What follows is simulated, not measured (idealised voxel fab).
Proc. module: voxel ribs on slabs
Displayed cross-section: cut, width of 265 nm, square cells sized 5 nm.
Throughout this document, each cross-section is represented as a grid of square cells and is presented as a sequence of bands enumerated from the top downward, where a band comprises one or more rows of cells. Quick guide to a band line: top height, bottom height (nm) up front; then every material left to right with its width in nm. Only one material and it's marked "edge to edge"? Then it fills the band edge to edge. And "blank" just means empty space. Where do heights start? At 0: under that level the wafer as delivered is made of one material only. And the lowest band has no floor; it just carries on downward, as in "0 down". Note: "30 to 40" means the width goes from the first number (top row of the band) to the second number (bottom row) in equal steps per row of cells. "nothing got changed" -> step changed no cross-section cell. Voids not open to the top, 8 cells minimum: see "Enclosed cavity list". Written width x height at distance; distance is from the left edge; nm. If you see something after the settings on a step's line, that's the simulator's own remark about that step. If you see "overlay nm" on a step's line and that step has a mask, it's telling you how far right of where it was planned the mask ended up; a negative number means it went left instead.
List of planned process steps:
step 1: RECEIVE with material Si
step 2: DIRECTIONAL_DEP with material SiO2, thk nm 30
step 3: DIRECTIONAL_DEP with material SiN, thk nm 20
step 4: PATTERN with tone cover, mask id RIB, material resist, width nm 30, thk nm 20, overlay nm 0
step 5: DIRECTIONAL_ETCH with etch materials SiN, depth nm 15
step 6: STRIP with etch materials resist
step 7: MASKED_ETCH with tone cover, mask id SLAB, width nm 90, etch materials SiN, depth nm 5, overlay nm 0
step 8: FILL_DEP with material SiO2, thk nm 25
step 9: CMP with height nm 65
step 10: DIRECTIONAL_DEP with material TiN, thk nm 10
step 11: MASKED_ETCH with tone cover, mask id HEATER, width nm 40, etch materials TiN, depth nm 10, overlay nm 0
step 12: CONFORMAL_DEP with material SiN, thk nm 5
This is the cross-section of the wafer as we received it, i.e. after step 1:
- 0 down = Si edge to edge
- Enclosed cavity list: none
Cross-section: first of two wafers, module finished, run according to plan:
- 80 to 75 = 105 blank | 50 SiN | 110 blank
- 75 to 70 = 105 blank | 5 SiN | 40 TiN | 5 SiN | 110 blank
- 70 to 65 = 110 SiN | 40 TiN | 115 SiN
- 65 to 50 = SiO2 edge to edge
- 50 to 35 = 115 SiO2 | 30 SiN | 120 SiO2
- 35 to 30 = 85 SiO2 | 90 SiN | 90 SiO2
- 30 to 0 = SiO2 edge to edge
- 0 down = Si edge to edge
- Enclosed cavity list: none
Here's the second of our two wafers sectioned at module end. Same start as the first, same plan, but one mistake got made running it:
- 80 to 75 = 105 blank | 50 SiN | 110 blank
- 75 to 70 = 105 blank | 5 SiN | 40 TiN | 5 SiN | 110 blank
- 70 to 65 = 110 SiN | 40 TiN | 115 SiN
- 65 to 20 = SiO2 edge to edge
- 20 to 0 = SiN edge to edge
- 0 down = Si edge to edge
- Enclosed cavity list: none
Where did the run depart from the plan? so 2 and 3 got swapped relative to the plan, each ran where the other was supposed to
Counted in cells at the end, the second wafer holds more or fewer of these materials than the first: +176 SiN | -176 SiO2
